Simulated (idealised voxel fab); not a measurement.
The document below concerns the process module designated voxel transistor to metal.
FYI the section here is cut, 190 nm wide, cells are 5 nm squares.
Cross-section = grid of square cells, listed top down in bands; band = one or more rows.
Each band's line starts with the height of the band's top and of its bottom, in nm. Then come its materials from left to right, each with its width in nm. One material with "everywhere" fills the band from edge to edge. "air" is empty space.
Heights are measured from 0, the level below which the as-received wafer is all one material; the lowest band has no bottom and continues downward, written as in "0..down".
Graded width ("30..40"): value in top row of band = first number; value in bottom row = second number; row-to-row change constant.
The designation "nothing different", where it is given for a processing step, indicates that no cell of the cross-section was altered in the course of that step.
"Entrapped void list" enumerates empty spaces isolated from the top, with no open way to it, that contain at least 8 cells, giving each as width x height at distance from the left edge, all three in nm.
Step line, after settings: the simulator's comment on this step.
Steps that use a mask can have "overlay nm" on their line. It says how far the mask sat to the right of where it was meant to be. Negative means to the left.
HERE'S WHAT THE PLANNED PROCESS STEPS LOOK LIKE
1 RECEIVE: material Si
2 OXIDIZE: depth nm 5
3 CONFORMAL_DEP: material SiN, thk nm 15
4 PATTERN: tone cover, mask id ACTIVE, material resist, width nm 115, thk nm 15, overlay nm 0
5 DIRECTIONAL_ETCH: etch materials SiN, depth nm 15
6 DIRECTIONAL_ETCH: etch materials SiO2, depth nm 5
7 DIRECTIONAL_ETCH: etch materials Si, depth nm 30
8 STRIP: etch materials resist
9 FILL_DEP: material SiO2, thk nm 15
10 CMP: height nm 15
11 SELECTIVE_ETCH: etch materials SiO2, depth nm 15
12 STRIP: etch materials SiN
13 SELECTIVE_ETCH: etch materials SiO2, depth nm 5
14 OXIDIZE: depth nm 5
15 DIRECTIONAL_DEP: material polySi, thk nm 25
16 DIRECTIONAL_DEP: material SiCN, thk nm 10
17 DIRECTIONAL_DEP: material aC, thk nm 10
18 PATTERN: tone cover, mask id GATE, material resist, width nm 25, thk nm 30, overlay nm 0
19 DIRECTIONAL_ETCH: etch materials aC, depth nm 10
20 STRIP: etch materials resist
21 DIRECTIONAL_ETCH: etch materials SiCN, depth nm 20
22 DIRECTIONAL_ETCH: etch materials polySi, depth nm 35
23 STRIP: etch materials aC
24 CONFORMAL_DEP: material SiO2, thk nm 5
25 DIRECTIONAL_ETCH: etch materials SiO2, depth nm 5
26 CONFORMAL_DEP: material SiN, thk nm 5
27 DIRECTIONAL_ETCH: etch materials SiN, depth nm 5
28 DIRECTIONAL_ETCH: etch materials SiO2, depth nm 5
29 DIRECTIONAL_ETCH: etch materials Si, depth nm 10
30 EPI: material SiGe, thk nm 10
31 FILL_DEP: material SiO2, thk nm 5
32 CMP: height nm 30
33 DIRECTIONAL_DEP: material SiO2, thk nm 15
34 DIRECTIONAL_DEP: material aC, thk nm 15
35 PATTERN: tone open, mask id CONTACT, material resist, width nm 30, pitch nm 65, thk nm 30, overlay nm 0
36 DIRECTIONAL_ETCH: etch materials aC, depth nm 15
37 STRIP: etch materials resist
38 DIRECTIONAL_ETCH: etch materials SiO2, depth nm 55
39 STRIP: etch materials aC
40 CONFORMAL_DEP: material TiN, thk nm 5
41 FILL_DEP: material Ru, thk nm 5
42 CMP: height nm 45
43 DIRECTIONAL_DEP: material TiN, thk nm 5
44 DIRECTIONAL_DEP: material Ru, thk nm 25
45 PATTERN: tone cover, mask id METAL_1, material resist, width nm 20, pitch nm 75, thk nm 15, overlay nm 0
46 DIRECTIONAL_ETCH: etch materials Ru, depth nm 25
47 DIRECTIONAL_ETCH: etch materials TiN, depth nm 5
48 STRIP: etch materials resist
49 FILL_DEP: material lowk, thk nm 10
50 CMP: height nm 75
51 CONFORMAL_DEP: material SiCN, thk nm 5
52 DIRECTIONAL_DEP: material SiO2, thk nm 25
53 PATTERN: tone open, mask id METAL_2, material resist, width nm 20, pitch nm 75, thk nm 20, overlay nm 0
54 DIRECTIONAL_ETCH: etch materials SiO2, depth nm 15
55 STRIP: etch materials resist
56 DIRECTIONAL_DEP: material aC, thk nm 15
57 PATTERN: tone open, mask id METAL_2_HOLES, material resist, width nm 15, pitch nm 75, thk nm 35, overlay nm 0
58 DIRECTIONAL_ETCH: etch materials aC, depth nm 15
59 STRIP: etch materials resist
60 DIRECTIONAL_ETCH: etch materials SiO2, depth nm 10
61 DIRECTIONAL_ETCH: etch materials SiCN, depth nm 5
62 STRIP: etch materials aC
63 CONFORMAL_DEP: material TiN, thk nm 5
64 FILL_DEP: material Cu, thk nm 5
65 CMP: height nm 105
66 CONFORMAL_DEP: material SiCN, thk nm 5
WAFER AS RECEIVED: CROSS-SECTION FOLLOWING STEP 1
	0..down  Si everywhere
	Entrapped void list: none
FINAL CROSS-SECTION, MODULE RUN WITH ONE MISTAKE (START AND PLAN AS ABOVE)
	110..105  SiCN everywhere
	105..100  SiCN 45 nm | TiN 15 nm | SiCN 60 nm | TiN 15 nm | SiCN 55 nm
	100..75  SiO2 everywhere
	75..50  lowk 45 nm | Ru 20 nm | lowk 55 nm | Ru 20 nm | lowk 50 nm
	50..45  lowk 45 nm | TiN 20 nm | lowk 55 nm | TiN 20 nm | lowk 50 nm
	45..35  SiO2 45 nm | TiN 5 nm | Ru 20 nm | TiN 5 nm | SiO2 35 nm | TiN 5 nm | Ru 20 nm | TiN 5 nm | SiO2 50 nm
	35..30  SiO2 45 nm | TiN 5 nm | Ru 15 nm | TiN 10 nm | SiO2 35 nm | TiN 10 nm | Ru 15 nm | TiN 5 nm | SiO2 50 nm
	30..20  SiO2 45 nm | TiN 5 nm | Ru 15 nm | TiN 5 nm | SiN 5 nm | SiO2 5 nm | SiCN 25 nm | SiO2 5 nm | SiN 5 nm | TiN 5 nm | Ru 15 nm | TiN 5 nm | SiO2 50 nm
	20..5  SiO2 45 nm | TiN 5 nm | Ru 15 nm | TiN 5 nm | SiN 5 nm | SiO2 5 nm | polySi 25 nm | SiO2 5 nm | SiN 5 nm | TiN 5 nm | Ru 15 nm | TiN 5 nm | SiO2 50 nm
	5..0  SiO2 45 nm | TiN 5 nm | Ru 5 nm | TiN 15 nm | SiN 5 nm | SiO2 5 nm | polySi 25 nm | SiO2 5 nm | SiN 5 nm | TiN 15 nm | Ru 5 nm | TiN 5 nm | SiO2 50 nm
	0..-5  SiO2 45 nm | TiN 5 nm | Ru 5 nm | TiN 5 nm | SiGe 10 nm | SiN 5 nm | SiO2 5 nm | polySi 25 nm | SiO2 5 nm | SiN 5 nm | SiGe 10 nm | TiN 5 nm | Ru 5 nm | TiN 5 nm | SiO2 50 nm
	-5..-10  SiO2 45 nm | TiN 15 nm | SiGe 10 nm | SiO2 45 nm | SiGe 10 nm | TiN 15 nm | SiO2 50 nm
	-10..-20  SiO2 35 nm | SiGe 35 nm | Si 45 nm | SiGe 35 nm | SiO2 40 nm
	-20..-35  SiO2 35 nm | Si 115 nm | SiO2 40 nm
	-35..down  Si everywhere
	Entrapped void list: none
Finding, execution versus plan: note: step 51 <-> step 52, run order reversed vs plan
